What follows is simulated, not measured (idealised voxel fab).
You're looking at the process module voxel spacer lines.
Each square cell in cross-section cut measures 5 nm, and the section as a whole is 245 nm wide.
Throughout this document, each cross-section is represented as a grid of square cells and is presented as a sequence of bands enumerated from the top downward, where a band comprises one or more rows of cells. First you get the band's top height and its bottom height, in nm, and then the materials it's made of, left to right, with each width in nm. If you see a single material with "everywhere", that one covers the band edge to edge. "air" is empty space. We count height from 0. Below that, the starting wafer is all one material. The lowest band never ends at the bottom but goes on down; see "0 -> down" for how that is written. Graded width ("30->40"): value in top row of band = first number; value in bottom row = second number; row-to-row change constant. What does "left unchanged" mean for a step? It means no cell of the cross-section changed in that step. Entry "Completely enclosed voids". Content: empty spaces with no open connection to the top, size 8 cells or greater. Each: width x height at distance. Distance: from left edge. Unit: nm. Past the settings on a step's line: simulator remark, on that step. For masked steps, "overlay nm" on the step line gives how far right of plan the mask actually lay; a minus sign means it lay to the left.
## Listed below are the process steps as planned
1: RECEIVE | material Si
2: CONFORMAL_DEP | material Al2O3 | thk nm 10
3: DIRECTIONAL_DEP | material TiN | thk nm 10
4: DIRECTIONAL_DEP | material aC | thk nm 20
5: PATTERN | tone cover | mask id MANDREL | material resist | width nm 15 | pitch nm 70 | thk nm 30 | overlay nm 0
6: DIRECTIONAL_ETCH | etch materials aC | depth nm 20
7: STRIP | etch materials resist
8: CONFORMAL_DEP | material SiO2 | thk nm 15
9: DIRECTIONAL_ETCH | etch materials SiO2 | depth nm 15
10: STRIP | etch materials aC
11: DIRECTIONAL_ETCH | etch materials TiN | depth nm 10
12: STRIP | etch materials SiO2
Be aware that, although all wafers share a common starting state, the width nm at step 5 differs among them, and the plan displays the first wafer's value.
## Cross-section, first of several wafers, as delivered after step 1
    0 -> down: Si everywhere
    Completely enclosed voids: none
## So in this table every wafer gets its own row, and what you see is where it stands at the end of the module: for each material, how many cells it picked up (+) or gave up (-) since we received it, and after that its closed voids
width nm 15 | +98 Al2O3 | +36 TiN | Completely enclosed voids: none
width nm 20 | +98 Al2O3 | +36 TiN | Completely enclosed voids: none
width nm 25 | +98 Al2O3 | +36 TiN | Completely enclosed voids: none
width nm 30 | +98 Al2O3 | +36 TiN | Completely enclosed voids: none
width nm 35 | +98 Al2O3 | +36 TiN | Completely enclosed voids: none
